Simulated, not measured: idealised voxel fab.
process module | voxel transistor to metal
cross-section cut | 185 nm wide | cells 5 nm
A cross-section is a grid of square cells, given in bands from the top down. A band is one or more rows of cells.
Each band's line starts with the height of the band's top and of its bottom, in nm. Then come its materials from left to right, each with its width in nm. One material with "throughout" fills the band from edge to edge. "air" is empty space.
Height 0 is the level under which the wafer as received is all one material. The lowest band goes on downwards, as in "0 down".
A width such as "30 to 40" changes by the same amount from each row of cells to the next, from the band's top row to its bottom row.
"no change" after a step means that no cell of the cross-section changed.
closed voids: empty space of 8 cells or more with no open way to the top, each as width x height at its distance from the left edge, in nm
after a step's settings: what the simulator itself notes on the step
overlay nm, on a step with a mask: how far to the right of its planned place the mask lay; to the left if negative
plan
1 op RECEIVE | material Si
2 op CONFORMAL_DEP | material SiO2 | thk nm 5
3 op CONFORMAL_DEP | material SiN | thk nm 10
4 op DIRECTIONAL_DEP | material aC | thk nm 10
5 op PATTERN | tone cover | mask id ACTIVE | material resist | width nm 125 | thk nm 30 | overlay nm 0
6 op DIRECTIONAL_ETCH | etch materials aC | depth nm 10
7 op STRIP | etch materials resist
8 op DIRECTIONAL_ETCH | etch materials SiN | depth nm 10
9 op DIRECTIONAL_ETCH | etch materials SiO2 | depth nm 5
10 op DIRECTIONAL_ETCH | etch materials Si | depth nm 20
11 op STRIP | etch materials aC
12 op FILL_DEP | material SiO2 | thk nm 10
13 op CMP | height nm 15
14 op SELECTIVE_ETCH | etch materials SiO2 | depth nm 5
15 op STRIP | etch materials SiN
16 op SELECTIVE_ETCH | etch materials SiO2 | depth nm 5
17 op OXIDIZE | depth nm 5
18 op DIRECTIONAL_DEP | material polySi | thk nm 30
19 op DIRECTIONAL_DEP | material SiCN | thk nm 10
20 op MASKED_ETCH | tone cover | mask id GATE | width nm 35 | etch materials SiCN | depth nm 20 | overlay nm 0
21 op MASKED_ETCH | tone cover | mask id GATE | width nm 35 | etch materials polySi | depth nm 40 | overlay nm 0
22 op CONFORMAL_DEP | material SiN | thk nm 10
23 op DIRECTIONAL_ETCH | etch materials SiN | depth nm 10
24 op DIRECTIONAL_ETCH | etch materials SiO2 | depth nm 5
25 op DIRECTIONAL_ETCH | etch materials Si | depth nm 5
26 op EPI | material SiGe | thk nm 5
27 op FILL_DEP | material SiO2 | thk nm 5
28 op CMP | height nm 30
29 op STRIP | etch materials polySi
30 op SELECTIVE_ETCH | etch materials SiO2 | depth nm 5
31 op CONFORMAL_DEP | material HfO2 | thk nm 5
32 op CONFORMAL_DEP | material TiN | thk nm 5
33 op FILL_DEP | material W | thk nm 5
34 op CMP | height nm 25
35 op DIRECTIONAL_DEP | material SiO2 | thk nm 15
36 op MASKED_ETCH | tone open | mask id CONTACT | width nm 20 | pitch nm 95 | etch materials SiO2 | depth nm 45 | overlay nm 0
37 op CONFORMAL_DEP | material TiN | thk nm 5
38 op FILL_DEP | material Ru | thk nm 5
39 op CMP | height nm 40
40 op CONFORMAL_DEP | material SiN | thk nm 5
41 op DIRECTIONAL_DEP | material SiO2 | thk nm 15
42 op PATTERN | tone open | mask id METAL_1 | material resist | width nm 20 | pitch nm 95 | thk nm 15 | overlay nm 0
43 op DIRECTIONAL_ETCH | etch materials SiO2 | depth nm 15
44 op DIRECTIONAL_ETCH | etch materials SiN | depth nm 5
45 op STRIP | etch materials resist
46 op CONFORMAL_DEP | material TiN | thk nm 5
47 op FILL_DEP | material Cu | thk nm 10
48 op CMP | height nm 60
49 op CONFORMAL_DEP | material SiN | thk nm 5
as received, after step 1
  0 down: Si throughout
  closed voids: none
a wafer at the end: this start, this plan, one mistake
  65 to 60: SiN throughout
  60 to 45: SiO2 35 | TiN 5 | Cu 10 | TiN 5 | SiO2 75 | TiN 5 | Cu 10 | TiN 5 | SiO2 35
  45 to 40: SiN 35 | TiN 20 | SiN 75 | TiN 20 | SiN 35
  40 to 25: SiO2 35 | TiN 5 | Ru 10 | TiN 5 | SiO2 75 | TiN 5 | Ru 10 | TiN 5 | SiO2 35
  25 to 10: SiO2 35 | TiN 5 | Ru 10 | TiN 5 | SiO2 10 | SiN 10 | HfO2 5 | TiN 5 | W 15 | TiN 5 | HfO2 5 | SiN 10 | SiO2 10 | TiN 5 | Ru 10 | TiN 5 | SiO2 35
  10 to 5: SiO2 35 | TiN 5 | Ru 10 | TiN 5 | SiO2 10 | SiN 10 | HfO2 5 | TiN 5 | W 15 | TiN 5 | HfO2 5 | SiN 10 | SiO2 10 | TiN 5 | Ru 5 | TiN 10 | SiO2 35
  5 to 0: SiO2 20 | SiN 10 | SiO2 5 | TiN 5 | Ru 10 | TiN 5 | SiO2 10 | SiN 10 | HfO2 5 | TiN 25 | HfO2 5 | SiN 10 | SiO2 10 | TiN 15 | SiN 10 | SiO2 30
  0 to -5: SiO2 30 | SiGe 5 | TiN 20 | SiO2 5 | SiGe 5 | SiO2 5 | HfO2 45 | SiO2 5 | SiGe 5 | SiO2 5 | TiN 10 | SiGe 5 | SiO2 40
  -5 to -10: SiO2 25 | Si 5 | SiGe 35 | Si 55 | SiGe 25 | Si 5 | SiO2 35
  -10 to -20: SiO2 25 | Si 125 | SiO2 35
  -20 down: Si throughout
  closed voids: none
what went wrong: step 5 ran as: op PATTERN | tone cover | mask id ACTIVE | material resist | width nm 125 | thk nm 30 | overlay nm -5
